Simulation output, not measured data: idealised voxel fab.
The following is a process module called voxel wiring stack.
Each square cell in cross-section cut measures 5 nm, and the section as a whole is 275 nm wide.
In this document a cross-section is written as a grid of square cells. It is given as a series of bands, listed from the top down, and a band is one or more rows of cells.
In this notation a band is specified by the heights of its top and bottom, in that order and in nm, after which its materials appear from left to right, each paired with its width in nm. The word "full width" attached to a single material means that material fills the band from edge to edge; the word "air" stands for empty space.
Height reference: 0 = level under which incoming wafer is all one material. Lowest band: no bottom, runs on downward, e.g. "0 -> down".
With a width like "30..40", each row of cells in the band differs from the next by the same amount, the top row carrying the first number and the bottom row the second.
Given "remains unaltered" for a step, no cell of the cross-section differs between before and after that step.
Each empty space that has no open way to the top and spans at least 8 cells appears under "Closed-off voids" as width x height at distance, the distance counted from the left edge, all in nm.
The remark found on a step's line after its settings is issued by the simulator itself and pertains to that step.
A step line may carry the setting "overlay nm", which, for steps involving a mask, states the distance by which the mask lay to the right of its intended position; negative values denote displacement to the left.
[Process steps (planned)]
| 1 | RECEIVE: material Si |
| 2 | CONFORMAL_DEP: material SiO2, thk nm 10 |
| 3 | CONFORMAL_DEP: material SiN, thk nm 5 |
| 4 | DIRECTIONAL_DEP: material SiO2, thk nm 15 |
| 5 | DIRECTIONAL_DEP: material aC, thk nm 10 |
| 6 | PATTERN: tone open, mask id METAL_1, material resist, width nm 20, pitch nm 40, thk nm 25, overlay nm 0 |
| 7 | DIRECTIONAL_ETCH: etch materials aC, depth nm 10 |
| 8 | STRIP: etch materials resist |
| 9 | DIRECTIONAL_ETCH: etch materials SiO2, depth nm 15 |
| 10 | DIRECTIONAL_ETCH: etch materials SiN, depth nm 5 |
| 11 | STRIP: etch materials aC |
| 12 | CONFORMAL_DEP: material TiN, thk nm 5 |
| 13 | FILL_DEP: material Cu, thk nm 5 |
| 14 | CMP: height nm 30 |
| 15 | CONFORMAL_DEP: material SiCN, thk nm 5 |
| 16 | DIRECTIONAL_DEP: material SiO2, thk nm 20 |
| 17 | MASKED_ETCH: tone open, mask id PLUG_1, width nm 15, pitch nm 40, etch materials SiO2, depth nm 20, overlay nm 0 |
| 18 | MASKED_ETCH: tone open, mask id PLUG_1, width nm 15, pitch nm 40, etch materials SiCN, depth nm 5, overlay nm 0 |
| 19 | EPI: material Ru, thk nm 10 |
| 20 | EPI: material Ru, thk nm 10 |
| 21 | EPI: material Ru, thk nm 5 |
| 22 | CONFORMAL_DEP: material SiN, thk nm 5 |
| 23 | DIRECTIONAL_DEP: material SiO2, thk nm 20 |
| 24 | DIRECTIONAL_DEP: material aC, thk nm 10 |
| 25 | PATTERN: tone open, mask id METAL_2, material resist, width nm 20, pitch nm 40, thk nm 25, overlay nm 0 |
| 26 | DIRECTIONAL_ETCH: etch materials aC, depth nm 10 |
| 27 | STRIP: etch materials resist |
| 28 | DIRECTIONAL_ETCH: etch materials SiO2, depth nm 20 |
| 29 | DIRECTIONAL_ETCH: etch materials SiN, depth nm 5 |
| 30 | STRIP: etch materials aC |
| 31 | CONFORMAL_DEP: material TiN, thk nm 5 |
| 32 | FILL_DEP: material Ru, thk nm 10 |
| 33 | CMP: height nm 80 |
| 34 | CONFORMAL_DEP: material SiCN, thk nm 5 |
| 35 | DIRECTIONAL_DEP: material lowk, thk nm 20 |
| 36 | DIRECTIONAL_DEP: material aC, thk nm 15 |
| 37 | PATTERN: tone open, mask id PLUG_2, material resist, width nm 15, pitch nm 40, thk nm 30, overlay nm 0 |
| 38 | DIRECTIONAL_ETCH: etch materials aC, depth nm 15 |
| 39 | STRIP: etch materials resist |
| 40 | DIRECTIONAL_ETCH: etch materials lowk, depth nm 20 |
| 41 | DIRECTIONAL_ETCH: etch materials SiCN, depth nm 5 |
| 42 | STRIP: etch materials aC |
| 43 | CONFORMAL_DEP: material TiN, thk nm 5 |
| 44 | FILL_DEP: material W, thk nm 10 |
| 45 | CMP: height nm 105 |
| 46 | DIRECTIONAL_DEP: material TiN, thk nm 5 |
| 47 | DIRECTIONAL_DEP: material W, thk nm 15 |
| 48 | MASKED_ETCH: tone cover, mask id METAL_3, width nm 20, pitch nm 40, etch materials W, depth nm 15, overlay nm 0 |
| 49 | MASKED_ETCH: tone cover, mask id METAL_3, width nm 20, pitch nm 40, etch materials TiN, depth nm 5, overlay nm 0 |
| 50 | FILL_DEP: material lowk, thk nm 5 |
| 51 | CMP: height nm 125 |
| 52 | CONFORMAL_DEP: material SiCN, thk nm 5 |
[As-received state of the wafer in cross-section, equivalent to post-step 1]
    0 -> down = Si full width
    Closed-off voids: none
[Cross-section, first of two wafers, end of module, run as planned]
    130 -> 125 = SiCN full width
    125 -> 110 = lowk (65), then W (20), then lowk (20), then W (20), then lowk (20), then W (20), then lowk (20), then W (20), then lowk (70)
    110 -> 105 = lowk (65), then TiN (20), then lowk (20), then TiN (20), then lowk (20), then TiN (20), then lowk (20), then TiN (20), then lowk (70)
    105 -> 85 = lowk (65), then TiN (5), then W (5), then TiN (5), then lowk (25), then TiN (5), then W (5), then TiN (5), then lowk (25), then TiN (5), then W (5), then TiN (5), then lowk (25), then TiN (5), then W (5), then TiN (5), then lowk (75)
    85 -> 80 = SiCN (65), then TiN (15), then SiCN (25), then TiN (15), then SiCN (25), then TiN (15), then SiCN (25), then TiN (15), then SiCN (75)
    80 -> 60 = SiO2 (65), then TiN (5), then Ru (10), then TiN (5), then SiO2 (20), then TiN (5), then Ru (10), then TiN (5), then SiO2 (20), then TiN (5), then Ru (10), then TiN (5), then SiO2 (20), then TiN (5), then Ru (10), then TiN (5), then SiO2 (70)
    60 -> 55 = SiN (65), then TiN (20), then SiN (20), then TiN (20), then SiN (20), then TiN (20), then SiN (20), then TiN (20), then SiN (70)
    55 -> 35 = SiO2 (65), then Ru (15), then SiO2 (25), then Ru (15), then SiO2 (25), then Ru (15), then SiO2 (25), then Ru (15), then SiO2 (75)
    35 -> 30 = SiCN (65), then Ru (15), then SiCN (25), then Ru (15), then SiCN (25), then Ru (15), then SiCN (25), then Ru (15), then SiCN (75)
    30 -> 15 = SiO2 (65), then TiN (5), then Cu (10), then TiN (5), then SiO2 (20), then TiN (5), then Cu (10), then TiN (5), then SiO2 (20), then TiN (5), then Cu (10), then TiN (5), then SiO2 (20), then TiN (5), then Cu (10), then TiN (5), then SiO2 (70)
    15 -> 10 = SiN (65), then TiN (20), then SiN (20), then TiN (20), then SiN (20), then TiN (20), then SiN (20), then TiN (20), then SiN (70)
    10 -> 0 = SiO2 full width
    0 -> down = Si full width
    Closed-off voids: none
[Cross-section, second wafer: same start as the first, same plan as the first, one mistake in running it; taken at the end of the module]
    130 -> 125 = SiCN full width
    125 -> 110 = lowk (70), then W (15), then lowk (25), then W (15), then lowk (25), then W (15), then lowk (25), then W (15), then lowk (70)
    110 -> 105 = lowk (65), then TiN (20), then lowk (20), then TiN (20), then lowk (20), then TiN (20), then lowk (20), then TiN (20), then lowk (70)
    105 -> 85 = lowk (65), then TiN (5), then W (5), then TiN (5), then lowk (25), then TiN (5), then W (5), then TiN (5), then lowk (25), then TiN (5), then W (5), then TiN (5), then lowk (25), then TiN (5), then W (5), then TiN (5), then lowk (75)
    85 -> 80 = SiCN (65), then TiN (15), then SiCN (25), then TiN (15), then SiCN (25), then TiN (15), then SiCN (25), then TiN (15), then SiCN (75)
    80 -> 60 = SiO2 (65), then TiN (5), then Ru (10), then TiN (5), then SiO2 (20), then TiN (5), then Ru (10), then TiN (5), then SiO2 (20), then TiN (5), then Ru (10), then TiN (5), then SiO2 (20), then TiN (5), then Ru (10), then TiN (5), then SiO2 (70)
    60 -> 55 = SiN (65), then TiN (20), then SiN (20), then TiN (20), then SiN (20), then TiN (20), then SiN (20), then TiN (20), then SiN (70)
    55 -> 35 = SiO2 (65), then Ru (15), then SiO2 (25), then Ru (15), then SiO2 (25), then Ru (15), then SiO2 (25), then Ru (15), then SiO2 (75)
    35 -> 30 = SiCN (65), then Ru (15), then SiCN (25), then Ru (15), then SiCN (25), then Ru (15), then SiCN (25), then Ru (15), then SiCN (75)
    30 -> 15 = SiO2 (65), then TiN (5), then Cu (10), then TiN (5), then SiO2 (20), then TiN (5), then Cu (10), then TiN (5), then SiO2 (20), then TiN (5), then Cu (10), then TiN (5), then SiO2 (20), then TiN (5), then Cu (10), then TiN (5), then SiO2 (70)
    15 -> 10 = SiN (65), then TiN (20), then SiN (20), then TiN (20), then SiN (20), then TiN (20), then SiN (20), then TiN (20), then SiN (70)
    10 -> 0 = SiO2 full width
    0 -> down = Si full width
    Closed-off voids: none
Here's what went sideways: planned and actual differ for step 48; actual: MASKED_ETCH: tone cover, mask id METAL_3, width nm 15, pitch nm 40, etch materials W, depth nm 15, overlay nm 0
at the end the second wafer has, in cells: W -12 | lowk +12
